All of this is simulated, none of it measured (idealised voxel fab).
This section sets out a process module, namely voxel gate over fins.
Displayed cross-section: cut, width of 265 nm, square cells sized 5 nm.
A cross-section in this document is a grid of square cells, and it is written down as bands, the top band listed before the ones below it; a band is made up of one or more rows of cells.
This entry defines a band. It first specifies the height of the band's top and the height of its bottom in nm, and then specifies the band's materials from left to right, stating each material with its width in nm. The word "full width" identifies a single material that fills the band from edge to edge, while the word "blank" identifies empty space.
A quick word on heights: they are counted from 0, and under that level the wafer as it came to us is one material throughout. The lowest band is different from the rest in having no bottom; it simply continues downward, written as in "0 -> down".
You'd read "30..40" like this: the band's top row of cells is as wide as the first number, its bottom row is as wide as the second, and going down, every row changes width by the same amount as the row before did.
No cell of the cross-section changed in a step that is given as "same as before".
The entry "Voids, fully enclosed" lists the empty spaces that cover at least 8 cells and have no open path to the top. Each is written as width x height at distance, where the distance is measured from the left edge and all three values are in nm.
Step line, after settings: the simulator's comment on this step.
overlay nm: step with mask; distance mask lay right of planned place; negative value = left of planned place.
THE STEPS PLANNED FOR THE PROCESS ARE AS FOLLOWS
1) RECEIVE [material Si]
2) CONFORMAL_DEP [material SiN] [thk nm 10]
3) MASKED_ETCH [tone cover] [mask id FINS] [width nm 15] [pitch nm 40] [etch materials SiN] [depth nm 10] [overlay nm 0]
4) MASKED_ETCH [tone cover] [mask id FINS] [width nm 15] [pitch nm 40] [etch materials Si] [depth nm 35] [overlay nm 0]
5) FILL_DEP [material SiO2] [thk nm 5]
6) CMP [height nm 10]
7) SELECTIVE_ETCH [etch materials SiO2] [depth nm 20]
8) STRIP [etch materials SiN]
9) CONFORMAL_DEP [material HfO2] [thk nm 5]
10) CONFORMAL_DEP [material TiN] [thk nm 5]
11) FILL_DEP [material W] [thk nm 10]
12) CMP [height nm 15]
13) CONFORMAL_DEP [material SiCN] [thk nm 5]
THE FOLLOWING PERTAINS TO THE FIRST OF TWO WAFERS, WHICH WAS PROCESSED AS PLANNED
SO THIS IS THE INCOMING WAFER IN CROSS-SECTION - IT'S ALREADY BEEN THROUGH STEP 1
    0 -> down  Si full width
    Voids, fully enclosed: none
THE WAFER, SEEN IN CROSS-SECTION, AFTER STEP 2
    10 -> 0  SiN full width
    Heights below 0 show no change.
THE WAFER, SEEN IN CROSS-SECTION, AFTER STEP 3
    10 -> 0  65 blank / 15 SiN / 25 blank / 15 SiN / 25 blank / 15 SiN / 25 blank / 15 SiN / 65 blank
    Heights below 0 show no change.
THE WAFER, SEEN IN CROSS-SECTION, AFTER STEP 4
    10 -> 0  65 blank / 15 SiN / 25 blank / 15 SiN / 25 blank / 15 SiN / 25 blank / 15 SiN / 65 blank
    0 -> -35  65 blank / 15 Si / 25 blank / 15 Si / 25 blank / 15 Si / 25 blank / 15 Si / 65 blank
    Heights below -35 show no change.
THE WAFER, SEEN IN CROSS-SECTION, AFTER STEP 5
    15 -> 10  SiO2 full width
    10 -> 0  65 SiO2 / 15 SiN / 25 SiO2 / 15 SiN / 25 SiO2 / 15 SiN / 25 SiO2 / 15 SiN / 65 SiO2
    0 -> -35  65 SiO2 / 15 Si / 25 SiO2 / 15 Si / 25 SiO2 / 15 Si / 25 SiO2 / 15 Si / 65 SiO2
    Heights below -35 show no change.
THE WAFER, SEEN IN CROSS-SECTION, AFTER STEP 6
    10 -> 0  65 SiO2 / 15 SiN / 25 SiO2 / 15 SiN / 25 SiO2 / 15 SiN / 25 SiO2 / 15 SiN / 65 SiO2
    Heights below 0 show no change.
THE WAFER, SEEN IN CROSS-SECTION, AFTER STEP 7
    10 -> 0  65 blank / 15 SiN / 25 blank / 15 SiN / 25 blank / 15 SiN / 25 blank / 15 SiN / 65 blank
    0 -> -10  65 blank / 15 Si / 25 blank / 15 Si / 25 blank / 15 Si / 25 blank / 15 Si / 65 blank
    Heights below -10 show no change.
THE WAFER, SEEN IN CROSS-SECTION, AFTER STEP 8
    0 -> -10  65 blank / 15 Si / 25 blank / 15 Si / 25 blank / 15 Si / 25 blank / 15 Si / 65 blank
    Heights below -10 show no change.
THE WAFER, SEEN IN CROSS-SECTION, AFTER STEP 9
    5 -> 0  60 blank / 25 HfO2 / 15 blank / 25 HfO2 / 15 blank / 25 HfO2 / 15 blank / 25 HfO2 / 60 blank
    0 -> -5  60 blank / 5 HfO2 / 15 Si / 5 HfO2 / 15 blank / 5 HfO2 / 15 Si / 5 HfO2 / 15 blank / 5 HfO2 / 15 Si / 5 HfO2 / 15 blank / 5 HfO2 / 15 Si / 5 HfO2 / 60 blank
    -5 -> -10  65 HfO2 / 15 Si / 25 HfO2 / 15 Si / 25 HfO2 / 15 Si / 25 HfO2 / 15 Si / 65 HfO2
    Heights below -10 show no change.
THE WAFER, SEEN IN CROSS-SECTION, AFTER STEP 10
    10 -> 5  55 blank / 35 TiN / 5 blank / 35 TiN / 5 blank / 35 TiN / 5 blank / 35 TiN / 55 blank
    5 -> 0  55 blank / 5 TiN / 25 HfO2 / 5 TiN / 5 blank / 5 TiN / 25 HfO2 / 5 TiN / 5 blank / 5 TiN / 25 HfO2 / 5 TiN / 5 blank / 5 TiN / 25 HfO2 / 5 TiN / 55 blank
    0 -> -5  60 TiN / 5 HfO2 / 15 Si / 5 HfO2 / 15 TiN / 5 HfO2 / 15 Si / 5 HfO2 / 15 TiN / 5 HfO2 / 15 Si / 5 HfO2 / 15 TiN / 5 HfO2 / 15 Si / 5 HfO2 / 60 TiN
    Heights below -5 show no change.
THE WAFER, SEEN IN CROSS-SECTION, AFTER STEP 11
    20 -> 10  W full width
    10 -> 5  55 W / 35 TiN / 5 W / 35 TiN / 5 W / 35 TiN / 5 W / 35 TiN / 55 W
    5 -> 0  55 W / 5 TiN / 25 HfO2 / 5 TiN / 5 W / 5 TiN / 25 HfO2 / 5 TiN / 5 W / 5 TiN / 25 HfO2 / 5 TiN / 5 W / 5 TiN / 25 HfO2 / 5 TiN / 55 W
    Heights below 0 show no change.
THE WAFER, SEEN IN CROSS-SECTION, AFTER STEP 12
    15 -> 10  W full width
    Heights below 10 show no change.
THE WAFER, SEEN IN CROSS-SECTION, AFTER STEP 13
    20 -> 15  SiCN full width
    Heights below 15 show no change.
THE SECOND WAFER BEGAN EXACTLY AS THE FIRST DID AND FOLLOWED THE SAME PLAN, BUT ONE MISTAKE WAS MADE WHILE RUNNING IT; THROUGH STEP 3 INCLUSIVE, THE TWO WAFERS ARE IDENTICAL
CROSS-SECTION, SECOND WAFER, AT THE END TIME THE PLAN GIVES FOR STEP 4
    10 -> 0  65 blank / 15 SiN / 25 blank / 15 SiN / 25 blank / 15 SiN / 25 blank / 15 SiN / 65 blank
    0 -> -45  65 blank / 15 Si / 25 blank / 15 Si / 25 blank / 15 Si / 25 blank / 15 Si / 65 blank
    Heights below -45 show no change.
CROSS-SECTION, SECOND WAFER, AT THE END TIME THE PLAN GIVES FOR STEP 5
    15 -> 10  SiO2 full width
    10 -> 0  65 SiO2 / 15 SiN / 25 SiO2 / 15 SiN / 25 SiO2 / 15 SiN / 25 SiO2 / 15 SiN / 65 SiO2
    0 -> -45  65 SiO2 / 15 Si / 25 SiO2 / 15 Si / 25 SiO2 / 15 Si / 25 SiO2 / 15 Si / 65 SiO2
    Heights below -45 show no change.
CROSS-SECTION, SECOND WAFER, AT THE END TIME THE PLAN GIVES FOR STEP 6
    10 -> 0  65 SiO2 / 15 SiN / 25 SiO2 / 15 SiN / 25 SiO2 / 15 SiN / 25 SiO2 / 15 SiN / 65 SiO2
    Heights below 0 show no change.
CROSS-SECTION, SECOND WAFER, AT THE END TIME THE PLAN GIVES FOR STEP 7
    10 -> 0  65 blank / 15 SiN / 25 blank / 15 SiN / 25 blank / 15 SiN / 25 blank / 15 SiN / 65 blank
    0 -> -10  65 blank / 15 Si / 25 blank / 15 Si / 25 blank / 15 Si / 25 blank / 15 Si / 65 blank
    Heights below -10 show no change.
CROSS-SECTION, SECOND WAFER, AT THE END TIME THE PLAN GIVES FOR STEP 8
    0 -> -10  65 blank / 15 Si / 25 blank / 15 Si / 25 blank / 15 Si / 25 blank / 15 Si / 65 blank
    Heights below -10 show no change.
CROSS-SECTION, SECOND WAFER, AT THE END TIME THE PLAN GIVES FOR STEP 9
    5 -> 0  60 blank / 25 HfO2 / 15 blank / 25 HfO2 / 15 blank / 25 HfO2 / 15 blank / 25 HfO2 / 60 blank
    0 -> -5  60 blank / 5 HfO2 / 15 Si / 5 HfO2 / 15 blank / 5 HfO2 / 15 Si / 5 HfO2 / 15 blank / 5 HfO2 / 15 Si / 5 HfO2 / 15 blank / 5 HfO2 / 15 Si / 5 HfO2 / 60 blank
    -5 -> -10  65 HfO2 / 15 Si / 25 HfO2 / 15 Si / 25 HfO2 / 15 Si / 25 HfO2 / 15 Si / 65 HfO2
    Heights below -10 show no change.
CROSS-SECTION, SECOND WAFER, AT THE END TIME THE PLAN GIVES FOR STEP 10
    10 -> 5  55 blank / 35 TiN / 5 blank / 35 TiN / 5 blank / 35 TiN / 5 blank / 35 TiN / 55 blank
    5 -> 0  55 blank / 5 TiN / 25 HfO2 / 5 TiN / 5 blank / 5 TiN / 25 HfO2 / 5 TiN / 5 blank / 5 TiN / 25 HfO2 / 5 TiN / 5 blank / 5 TiN / 25 HfO2 / 5 TiN / 55 blank
    0 -> -5  60 TiN / 5 HfO2 / 15 Si / 5 HfO2 / 15 TiN / 5 HfO2 / 15 Si / 5 HfO2 / 15 TiN / 5 HfO2 / 15 Si / 5 HfO2 / 15 TiN / 5 HfO2 / 15 Si / 5 HfO2 / 60 TiN
    Heights below -5 show no change.
CROSS-SECTION, SECOND WAFER, AT THE END TIME THE PLAN GIVES FOR STEP 11
    20 -> 10  W full width
    10 -> 5  55 W / 35 TiN / 5 W / 35 TiN / 5 W / 35 TiN / 5 W / 35 TiN / 55 W
    5 -> 0  55 W / 5 TiN / 25 HfO2 / 5 TiN / 5 W / 5 TiN / 25 HfO2 / 5 TiN / 5 W / 5 TiN / 25 HfO2 / 5 TiN / 5 W / 5 TiN / 25 HfO2 / 5 TiN / 55 W
    Heights below 0 show no change.
CROSS-SECTION, SECOND WAFER, AT THE END TIME THE PLAN GIVES FOR STEP 12
    15 -> 10  W full width
    Heights below 10 show no change.
CROSS-SECTION, SECOND WAFER, AT THE END TIME THE PLAN GIVES FOR STEP 13
    20 -> 15  SiCN full width
    Heights below 15 show no change.
What went wrong in running the wafer? step 4 did not use the planned setting and instead ran as MASKED_ETCH [tone cover] [mask id FINS] [width nm 15] [pitch nm 40] [etch materials Si] [depth nm 45] [overlay nm 0]
Final difference in cells, second wafer against first, listed per material as more or fewer: Si: 82 fewer | SiO2: 82 more
